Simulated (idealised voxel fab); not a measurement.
Herein follows the process module entitled voxel capacitor over wiring.
It is cross-section cut that appears here, measuring 205 nm in width, its square cells being 5 nm in size.
Reading order for cross-sections: top band down to bottom band. Underlying form: a grid of square cells. Band size: one or more rows of cells.
The band entry comprises the height of the band's top followed by the height of its bottom, expressed in nm, and subsequently the band's materials from left to right, each stated together with its width in nm. Where a single material is marked with the word "all across", that material fills the band from edge to edge. The word "air" represents empty space.
For the purposes of this specification, 0 denotes the height below which the wafer in its as-received condition is composed wholly of one material, and the lowermost band, lacking a lower limit, extends downward without end, as expressed in "0 nm and below".
The notation "30 to 40" denotes a width that varies across the rows of cells in the band, beginning at the first number in the top row, finishing at the second number in the bottom row, and changing by an identical amount from each row to the next.
It should be understood that the words "left unchanged", when stated for a given step, signify that the cross-section underwent no change in any of its cells during that step.
Under "Closed void register" you'll find the enclosed gaps, the ones with no way out to the top, that are 8 cells or bigger; each reads width x height at distance, with distance counted from the left edge, everything in nm.
On a step's line, text after the settings is the simulator commenting on that step.
"overlay nm" on a masked step: distance the mask lay right of its planned place, negative for left.
Here's what the planned process steps look like
| 1 | RECEIVE,material Si |
| 2 | CONFORMAL_DEP,material SiO2,thk nm 15 |
| 3 | CONFORMAL_DEP,material SiCN,thk nm 5 |
| 4 | DIRECTIONAL_DEP,material lowk,thk nm 25 |
| 5 | PATTERN,tone open,mask id METAL_1,material resist,width nm 30,pitch nm 80,thk nm 15,overlay nm 0 |
| 6 | DIRECTIONAL_ETCH,etch materials lowk,depth nm 25 |
| 7 | DIRECTIONAL_ETCH,etch materials SiCN,depth nm 5 |
| 8 | STRIP,etch materials resist |
| 9 | CONFORMAL_DEP,material TiN,thk nm 5 |
| 10 | FILL_DEP,material Cu,thk nm 10 |
| 11 | CMP,height nm 45 |
| 12 | CONFORMAL_DEP,material SiCN,thk nm 5 |
| 13 | DIRECTIONAL_DEP,material SiO2,thk nm 15 |
| 14 | MASKED_ETCH,tone open,mask id PLUG_1,width nm 15,etch materials SiO2,depth nm 15,overlay nm 0 |
| 15 | MASKED_ETCH,tone open,mask id PLUG_1,width nm 15,etch materials SiCN,depth nm 5,overlay nm 0 |
| 16 | EPI,material Ru,thk nm 10 |
| 17 | EPI,material Ru,thk nm 10 |
| 18 | DIRECTIONAL_DEP,material TiN,thk nm 5 |
| 19 | DIRECTIONAL_DEP,material SiN,thk nm 5 |
| 20 | DIRECTIONAL_DEP,material TiN,thk nm 10 |
| 21 | DIRECTIONAL_DEP,material aC,thk nm 10 |
| 22 | PATTERN,tone cover,mask id UPPER_PLATE,material resist,width nm 55,thk nm 25,overlay nm 0 |
| 23 | DIRECTIONAL_ETCH,etch materials aC,depth nm 10 |
| 24 | STRIP,etch materials resist |
| 25 | DIRECTIONAL_ETCH,etch materials TiN,depth nm 10 |
| 26 | DIRECTIONAL_ETCH,etch materials SiN,depth nm 5 |
| 27 | STRIP,etch materials aC |
| 28 | PATTERN,tone cover,mask id LOWER_PLATE,material resist,width nm 65,thk nm 20,overlay nm 0 |
| 29 | DIRECTIONAL_ETCH,etch materials TiN,depth nm 5 |
| 30 | STRIP,etch materials resist |
| 31 | FILL_DEP,material SiO2,thk nm 15 |
| 32 | CMP,height nm 95 |
| 33 | PATTERN,tone open,mask id PLUG_2,material resist,width nm 15,thk nm 15,overlay nm 0 |
| 34 | DIRECTIONAL_ETCH,etch materials SiO2,depth nm 10 |
| 35 | STRIP,etch materials resist |
| 36 | CONFORMAL_DEP,material TiN,thk nm 5 |
| 37 | FILL_DEP,material Cu,thk nm 5 |
| 38 | CMP,height nm 95 |
| 39 | CONFORMAL_DEP,material SiN,thk nm 5 |
Received-state cross-section, reflecting completion of step 1
  0 nm and below | Si all across
  Closed void register: none
Here's the cross-section of the first of our two wafers at the end of the module - it ran as planned
  100 nm to 95 nm | SiN all across
  95 nm to 90 nm | SiO2 (70); TiN (5); Cu (5); TiN (5); SiO2 (120)
  90 nm to 85 nm | SiO2 (70); TiN (15); SiO2 (120)
  85 nm to 75 nm | SiO2 (60); TiN (55); SiO2 (90)
  75 nm to 70 nm | SiO2 (60); SiN (55); SiO2 (90)
  70 nm to 65 nm | SiO2 (55); TiN (65); SiO2 (85)
  65 nm to 50 nm | SiO2 (60); Ru (15); SiO2 (130)
  50 nm to 45 nm | SiCN (60); Ru (15); SiCN (130)
  45 nm to 20 nm | lowk (45); TiN (5); Cu (20); TiN (5); lowk (50); TiN (5); Cu (20); TiN (5); lowk (50)
  20 nm to 15 nm | SiCN (45); TiN (30); SiCN (50); TiN (30); SiCN (50)
  15 nm to 0 nm | SiO2 all across
  0 nm and below | Si all across
  Closed void register: none
Wafer two (of two), end-of-module cross-section: start = wafer one, plan = wafer one, one run mistake
  100 nm to 95 nm | SiN all across
  95 nm to 90 nm | SiO2 (70); TiN (5); Cu (5); TiN (5); SiO2 (120)
  90 nm to 85 nm | SiO2 (70); TiN (15); SiO2 (120)
  85 nm to 75 nm | SiO2 (60); TiN (55); SiO2 (90)
  75 nm to 70 nm | SiO2 (60); SiN (55); SiO2 (90)
  70 nm to 65 nm | SiO2 (50); TiN (65); SiO2 (90)
  65 nm to 50 nm | SiO2 (60); Ru (15); SiO2 (130)
  50 nm to 45 nm | SiCN (60); Ru (15); SiCN (130)
  45 nm to 20 nm | lowk (45); TiN (5); Cu (20); TiN (5); lowk (50); TiN (5); Cu (20); TiN (5); lowk (50)
  20 nm to 15 nm | SiCN (45); TiN (30); SiCN (50); TiN (30); SiCN (50)
  15 nm to 0 nm | SiO2 all across
  0 nm and below | Si all across
  Closed void register: none
Error vs. plan: for step 28, the planned setting was not used; the step was instead run as PATTERN,tone cover,mask id LOWER_PLATE,material resist,width nm 65,thk nm 20,overlay nm -5
Tallied in cells, the final second wafer holds each material in the same quantity as the first, although not at the same places.
